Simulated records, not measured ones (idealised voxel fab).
Documented hereafter: the process module known as voxel wiring stack.
The cross-section on display is named cut; it measures 140 nm wide, and its cells are 5 nm squares.
Notation: cross-section as square-cell grid; stated in bands, top first, going down; one or more cell rows per band.
Read a band's entry like this: the first values are the height of its top and the height of its bottom in nm, and what follows is the sequence of materials from left to right, each with its width in nm. Note that "blank" is empty space, and that a single material marked "everywhere" reaches across the band from edge to edge.
It should be noted that heights are counted from 0, beneath which the wafer as supplied is of one material throughout, and that the lowest band possesses no lower boundary but continues downward, as written in "top 0, no bottom".
Note: "30..40" means the width goes from the first number (top row of the band) to the second number (bottom row) in equal steps per row of cells.
What does "stayed the same" mean for a step? It means no cell of the cross-section changed in that step.
"Closed voids list" contains a list of empty spaces, each no smaller than 8 cells and without an open way to the top, written in the form width x height at distance with the distance from the left edge and all three in nm.
Whatever follows a step's settings on its line is a remark the simulator itself makes about that step.
For masked steps, "overlay nm" on the step line gives how far right of plan the mask actually lay; a minus sign means it lay to the left.
List of planned process steps:
1. RECEIVE, material Si
2. CONFORMAL_DEP, material SiO2, thk nm 15
3. DIRECTIONAL_DEP, material TiN, thk nm 5
4. DIRECTIONAL_DEP, material W, thk nm 15
5. PATTERN, tone cover, mask id METAL_1, material resist, width nm 20, pitch nm 40, thk nm 20, overlay nm 0
6. DIRECTIONAL_ETCH, etch materials W, depth nm 15
7. DIRECTIONAL_ETCH, etch materials TiN, depth nm 5
8. STRIP, etch materials resist
9. FILL_DEP, material SiO2, thk nm 5
10. CMP, height nm 35
11. CONFORMAL_DEP, material SiCN, thk nm 5
12. DIRECTIONAL_DEP, material lowk, thk nm 35
13. MASKED_ETCH, tone open, mask id METAL_2_HOLES, width nm 15, pitch nm 40, etch materials lowk, depth nm 35, overlay nm 0
14. PATTERN, tone open, mask id METAL_2, material resist, width nm 20, pitch nm 40, thk nm 15, overlay nm 0
15. DIRECTIONAL_ETCH, etch materials lowk, depth nm 20
16. DIRECTIONAL_ETCH, etch materials SiCN, depth nm 5
17. STRIP, etch materials resist
18. CONFORMAL_DEP, material TiN, thk nm 5
19. FILL_DEP, material Ru, thk nm 5
20. CMP, height nm 75
21. CONFORMAL_DEP, material SiN, thk nm 5
The cross-section here shows the wafer as received, i.e. in its state after step 1:
- top 0, no bottom = Si everywhere
- Closed voids list: none
Module complete, cross-section. Starting point and plan per above. One mistake made in running the module:
- top 85, bottom 80 = SiN everywhere
- top 80, bottom 75 = TiN (25) | Ru (10) | TiN (30) | Ru (10) | TiN (30) | Ru (10) | TiN (25)
- top 75, bottom 60 = lowk (20) | TiN (5) | Ru (10) | TiN (5) | lowk (20) | TiN (5) | Ru (10) | TiN (5) | lowk (20) | TiN (5) | Ru (10) | TiN (5) | lowk (20)
- top 60, bottom 55 = lowk (20) | TiN (5) | Ru (5) | TiN (10) | lowk (20) | TiN (5) | Ru (5) | TiN (10) | lowk (20) | TiN (5) | Ru (5) | TiN (10) | lowk (20)
- top 55, bottom 40 = lowk (20) | TiN (5) | Ru (5) | TiN (5) | lowk (25) | TiN (5) | Ru (5) | TiN (5) | lowk (25) | TiN (5) | Ru (5) | TiN (5) | lowk (25)
- top 40, bottom 35 = SiCN (20) | TiN (15) | SiCN (25) | TiN (15) | SiCN (25) | TiN (15) | SiCN (25)
- top 35, bottom 20 = SiO2 (20) | W (20) | SiO2 (20) | W (20) | SiO2 (20) | W (20) | SiO2 (20)
- top 20, bottom 15 = SiO2 (20) | TiN (20) | SiO2 (20) | TiN (20) | SiO2 (20) | TiN (20) | SiO2 (20)
- top 15, bottom 0 = SiO2 everywhere
- top 0, no bottom = Si everywhere
- Closed voids list: none
It is concluded that the wafer was processed incorrectly with respect to the plan, in that contrary to plan, step 20 was performed as CMP, height nm 80
